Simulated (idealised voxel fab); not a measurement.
You're looking at the process module voxel self aligned vias.
Xsec cut, 235 nm wide, square cell size 5 nm.
This document writes a cross-section as a grid whose cells are square, and gives it as bands, listed from the top down; one or more rows of cells form a band. This entry defines a band. It first specifies the height of the band's top and the height of its bottom in nm, and then specifies the band's materials from left to right, stating each material with its width in nm. The word "full width" identifies a single material that fills the band from edge to edge, while the word "blank" identifies empty space. Convention: height 0 is the level below which the wafer, as received, is all one material. The lowest band does not terminate at the bottom but continues downward, represented as "0 nm and below". Think of "30->40" as a width that walks from the first number to the second as you go down the band, top row to bottom row, taking equal-sized steps from row to row. Basically "no modifications" means that step didn't change any cell in the cross-section. In the "Trapped voids" entry, you get each enclosed empty space of 8 cells or more, one with no open way to the top, written width x height at distance, distance from the left edge, in nm. Note: text after step settings on the step line = simulator remark on that step. The optional step-line setting "overlay nm" applies to steps with a mask and quantifies how far to the right of its planned location the mask lay, a negative value indicating leftward placement.

### The steps planned for the process are as follows
step 1: RECEIVE,material Si
step 2: CONFORMAL_DEP,material SiO2,thk nm 10
step 3: CONFORMAL_DEP,material SiCN,thk nm 5
step 4: DIRECTIONAL_DEP,material SiO2,thk nm 20
step 5: PATTERN,tone open,mask id LINES,material resist,width nm 20,pitch nm 60,thk nm 20,overlay nm 0
step 6: DIRECTIONAL_ETCH,etch materials SiO2,depth nm 20
step 7: STRIP,etch materials resist
step 8: CONFORMAL_DEP,material TiN,thk nm 5
step 9: FILL_DEP,material Ru,thk nm 5
step 10: CMP,height nm 35
step 11: SELECTIVE_ETCH,etch materials W Ru TiN,depth nm 10
step 12: FILL_DEP,material SiN,thk nm 5
step 13: CMP,height nm 35
step 14: DIRECTIONAL_DEP,material SiO2,thk nm 20
step 15: DIRECTIONAL_DEP,material aC,thk nm 15
step 16: PATTERN,tone open,mask id VIAS,material resist,width nm 30,thk nm 35,overlay nm 0
step 17: DIRECTIONAL_ETCH,etch materials aC,depth nm 15
step 18: STRIP,etch materials resist
step 19: DIRECTIONAL_ETCH,etch materials SiO2,depth nm 20
step 20: DIRECTIONAL_ETCH,etch materials SiN,depth nm 10
step 21: STRIP,etch materials aC
step 22: CONFORMAL_DEP,material TiN,thk nm 5
step 23: FILL_DEP,material Ru,thk nm 5
step 24: CMP,height nm 55
step 25: CONFORMAL_DEP,material SiN,thk nm 5

### Concerning the first of two wafers, which was run in accordance with the plan

### This is the cross-section of the wafer as we received it, i.e. after step 1
0 nm and below | Si full width
Trapped voids: none

### Cross-sectional representation of the wafer at the conclusion of step 2
10 nm to 0 nm | SiO2 full width
Anything lower than 0 is untouched.

### Cross-sectional representation of the wafer at the conclusion of step 3
15 nm to 10 nm | SiCN full width
Anything lower than 10 is untouched.

### Cross-sectional representation of the wafer at the conclusion of step 4
35 nm to 15 nm | SiO2 full width
Anything lower than 15 is untouched.

### Cross-sectional representation of the wafer at the conclusion of step 5
55 nm to 35 nm | 75 resist  20 blank  40 resist  20 blank  80 resist
Anything lower than 35 is untouched.

### Cross-sectional representation of the wafer at the conclusion of step 6
55 nm to 35 nm | 75 resist  20 blank  40 resist  20 blank  80 resist
35 nm to 15 nm | 75 SiO2  20 blank  40 SiO2  20 blank  80 SiO2
Anything lower than 15 is untouched.

### Cross-sectional representation of the wafer at the conclusion of step 7
35 nm to 15 nm | 75 SiO2  20 blank  40 SiO2  20 blank  80 SiO2
Anything lower than 15 is untouched.

### Cross-sectional representation of the wafer at the conclusion of step 8
40 nm to 35 nm | 80 TiN  10 blank  50 TiN  10 blank  85 TiN
35 nm to 20 nm | 75 SiO2  5 TiN  10 blank  5 TiN  40 SiO2  5 TiN  10 blank  5 TiN  80 SiO2
20 nm to 15 nm | 75 SiO2  20 TiN  40 SiO2  20 TiN  80 SiO2
Anything lower than 15 is untouched.

### Cross-sectional representation of the wafer at the conclusion of step 9
45 nm to 40 nm | Ru full width
40 nm to 35 nm | 80 TiN  10 Ru  50 TiN  10 Ru  85 TiN
35 nm to 20 nm | 75 SiO2  5 TiN  10 Ru  5 TiN  40 SiO2  5 TiN  10 Ru  5 TiN  80 SiO2
Anything lower than 20 is untouched.

### Cross-sectional representation of the wafer at the conclusion of step 10
35 nm to 20 nm | 75 SiO2  5 TiN  10 Ru  5 TiN  40 SiO2  5 TiN  10 Ru  5 TiN  80 SiO2
Anything lower than 20 is untouched.

### Cross-sectional representation of the wafer at the conclusion of step 11
35 nm to 25 nm | 75 SiO2  20 blank  40 SiO2  20 blank  80 SiO2
Anything lower than 25 is untouched.

### Cross-sectional representation of the wafer at the conclusion of step 12
40 nm to 35 nm | SiN full width
35 nm to 25 nm | 75 SiO2  20 SiN  40 SiO2  20 SiN  80 SiO2
Anything lower than 25 is untouched.

### Cross-sectional representation of the wafer at the conclusion of step 13
35 nm to 25 nm | 75 SiO2  20 SiN  40 SiO2  20 SiN  80 SiO2
Anything lower than 25 is untouched.

### Cross-sectional representation of the wafer at the conclusion of step 14
55 nm to 35 nm | SiO2 full width
Anything lower than 35 is untouched.

### Cross-sectional representation of the wafer at the conclusion of step 15
70 nm to 55 nm | aC full width
Anything lower than 55 is untouched.

### Cross-sectional representation of the wafer at the conclusion of step 16
105 nm to 70 nm | 70 resist  30 blank  135 resist
Anything lower than 70 is untouched.

### Cross-sectional representation of the wafer at the conclusion of step 17
90 nm to 70 nm | 70 resist  30 blank  135 resist
70 nm to 55 nm | 70 aC  30 blank  135 aC
Anything lower than 55 is untouched.

### Cross-sectional representation of the wafer at the conclusion of step 18
70 nm to 55 nm | 70 aC  30 blank  135 aC
Anything lower than 55 is untouched.

### Cross-sectional representation of the wafer at the conclusion of step 19
70 nm to 55 nm | 70 aC  30 blank  135 aC
55 nm to 35 nm | 70 SiO2  30 blank  135 SiO2
Anything lower than 35 is untouched.

### Cross-sectional representation of the wafer at the conclusion of step 20
70 nm to 55 nm | 70 aC  30 blank  135 aC
55 nm to 35 nm | 70 SiO2  30 blank  135 SiO2
35 nm to 25 nm | 75 SiO2  20 blank  40 SiO2  20 SiN  80 SiO2
Anything lower than 25 is untouched.

### Cross-sectional representation of the wafer at the conclusion of step 21
55 nm to 35 nm | 70 SiO2  30 blank  135 SiO2
Anything lower than 35 is untouched.

### Cross-sectional representation of the wafer at the conclusion of step 22
60 nm to 55 nm | 75 TiN  20 blank  140 TiN
55 nm to 40 nm | 70 SiO2  5 TiN  20 blank  5 TiN  135 SiO2
40 nm to 35 nm | 70 SiO2  10 TiN  10 blank  10 TiN  135 SiO2
35 nm to 30 nm | 75 SiO2  5 TiN  10 blank  5 TiN  40 SiO2  20 SiN  80 SiO2
30 nm to 25 nm | 75 SiO2  20 TiN  40 SiO2  20 SiN  80 SiO2
Anything lower than 25 is untouched.

### Cross-sectional representation of the wafer at the conclusion of step 23
65 nm to 60 nm | Ru full width
60 nm to 55 nm | 75 TiN  20 Ru  140 TiN
55 nm to 40 nm | 70 SiO2  5 TiN  20 Ru  5 TiN  135 SiO2
40 nm to 35 nm | 70 SiO2  10 TiN  10 Ru  10 TiN  135 SiO2
35 nm to 30 nm | 75 SiO2  5 TiN  10 Ru  5 TiN  40 SiO2  20 SiN  80 SiO2
Anything lower than 30 is untouched.

### Cross-sectional representation of the wafer at the conclusion of step 24
55 nm to 40 nm | 70 SiO2  5 TiN  20 Ru  5 TiN  135 SiO2
Anything lower than 40 is untouched.

### Cross-sectional representation of the wafer at the conclusion of step 25
60 nm to 55 nm | SiN full width
Anything lower than 55 is untouched.

### What follows concerns the second wafer, which started out like the first and was meant to follow the very same plan; one mistake crept in when it was run, but everything up to and including step 2 is the same as for the first wafer

Second wafer profile in section, at the moment step 3 of the plan was meant to be complete: no modifications

### Second wafer profile in section, at the moment step 4 of the plan was meant to be complete
30 nm to 0 nm | SiO2 full width
Anything lower than 0 is untouched.

### Second wafer profile in section, at the moment step 5 of the plan was meant to be complete
50 nm to 30 nm | 75 resist  20 blank  40 resist  20 blank  80 resist
Anything lower than 30 is untouched.

### Second wafer profile in section, at the moment step 6 of the plan was meant to be complete
50 nm to 30 nm | 75 resist  20 blank  40 resist  20 blank  80 resist
30 nm to 10 nm | 75 SiO2  20 blank  40 SiO2  20 blank  80 SiO2
Anything lower than 10 is untouched.

### Second wafer profile in section, at the moment step 7 of the plan was meant to be complete
30 nm to 10 nm | 75 SiO2  20 blank  40 SiO2  20 blank  80 SiO2
Anything lower than 10 is untouched.

### Second wafer profile in section, at the moment step 8 of the plan was meant to be complete
35 nm to 30 nm | 80 TiN  10 blank  50 TiN  10 blank  85 TiN
30 nm to 15 nm | 75 SiO2  5 TiN  10 blank  5 TiN  40 SiO2  5 TiN  10 blank  5 TiN  80 SiO2
15 nm to 10 nm | 75 SiO2  20 TiN  40 SiO2  20 TiN  80 SiO2
Anything lower than 10 is untouched.

### Second wafer profile in section, at the moment step 9 of the plan was meant to be complete
40 nm to 35 nm | Ru full width
35 nm to 30 nm | 80 TiN  10 Ru  50 TiN  10 Ru  85 TiN
30 nm to 15 nm | 75 SiO2  5 TiN  10 Ru  5 TiN  40 SiO2  5 TiN  10 Ru  5 TiN  80 SiO2
Anything lower than 15 is untouched.

### Second wafer profile in section, at the moment step 10 of the plan was meant to be complete
35 nm to 30 nm | 80 TiN  10 Ru  50 TiN  10 Ru  85 TiN
Anything lower than 30 is untouched.

### Second wafer profile in section, at the moment step 11 of the plan was meant to be complete
30 nm to 25 nm | 75 SiO2  20 blank  40 SiO2  20 blank  80 SiO2
Anything lower than 25 is untouched.

### Second wafer profile in section, at the moment step 12 of the plan was meant to be complete
35 nm to 30 nm | SiN full width
30 nm to 25 nm | 75 SiO2  20 SiN  40 SiO2  20 SiN  80 SiO2
Anything lower than 25 is untouched.

Second wafer profile in section, at the moment step 13 of the plan was meant to be complete: no modifications

### Second wafer profile in section, at the moment step 14 of the plan was meant to be complete
55 nm to 35 nm | SiO2 full width
Anything lower than 35 is untouched.

### Second wafer profile in section, at the moment step 15 of the plan was meant to be complete
70 nm to 55 nm | aC full width
Anything lower than 55 is untouched.

### Second wafer profile in section, at the moment step 16 of the plan was meant to be complete
105 nm to 70 nm | 70 resist  30 blank  135 resist
Anything lower than 70 is untouched.

### Second wafer profile in section, at the moment step 17 of the plan was meant to be complete
90 nm to 70 nm | 70 resist  30 blank  135 resist
70 nm to 55 nm | 70 aC  30 blank  135 aC
Anything lower than 55 is untouched.

### Second wafer profile in section, at the moment step 18 of the plan was meant to be complete
70 nm to 55 nm | 70 aC  30 blank  135 aC
Anything lower than 55 is untouched.

### Second wafer profile in section, at the moment step 19 of the plan was meant to be complete
70 nm to 55 nm | 70 aC  30 blank  135 aC
55 nm to 35 nm | 70 SiO2  30 blank  135 SiO2
Anything lower than 35 is untouched.

### Second wafer profile in section, at the moment step 20 of the plan was meant to be complete
70 nm to 55 nm | 70 aC  30 blank  135 aC
55 nm to 35 nm | 70 SiO2  30 blank  135 SiO2
35 nm to 30 nm | 70 SiN  30 blank  135 SiN
30 nm to 25 nm | 75 SiO2  20 blank  40 SiO2  20 SiN  80 SiO2
Anything lower than 25 is untouched.

### Second wafer profile in section, at the moment step 21 of the plan was meant to be complete
55 nm to 35 nm | 70 SiO2  30 blank  135 SiO2
Anything lower than 35 is untouched.

### Second wafer profile in section, at the moment step 22 of the plan was meant to be complete
60 nm to 55 nm | 75 TiN  20 blank  140 TiN
55 nm to 35 nm | 70 SiO2  5 TiN  20 blank  5 TiN  135 SiO2
35 nm to 30 nm | 70 SiN  10 TiN  10 blank  10 TiN  135 SiN
30 nm to 25 nm | 75 SiO2  20 TiN  40 SiO2  20 SiN  80 SiO2
Anything lower than 25 is untouched.

### Second wafer profile in section, at the moment step 23 of the plan was meant to be complete
65 nm to 60 nm | Ru full width
60 nm to 55 nm | 75 TiN  20 Ru  140 TiN
55 nm to 35 nm | 70 SiO2  5 TiN  20 Ru  5 TiN  135 SiO2
35 nm to 30 nm | 70 SiN  10 TiN  10 Ru  10 TiN  135 SiN
Anything lower than 30 is untouched.

### Second wafer profile in section, at the moment step 24 of the plan was meant to be complete
55 nm to 35 nm | 70 SiO2  5 TiN  20 Ru  5 TiN  135 SiO2
Anything lower than 35 is untouched.

### Second wafer profile in section, at the moment step 25 of the plan was meant to be complete
60 nm to 55 nm | SiN full width
Anything lower than 55 is untouched.
The plan and the run diverged here: step 3 of the plan never got run, it was skipped over
Bottom line after processing is that, in cells, the second wafer is up or down on some materials versus the first: 6 more of Ru; 47 fewer of SiCN; 37 more of SiN; 4 more of TiN
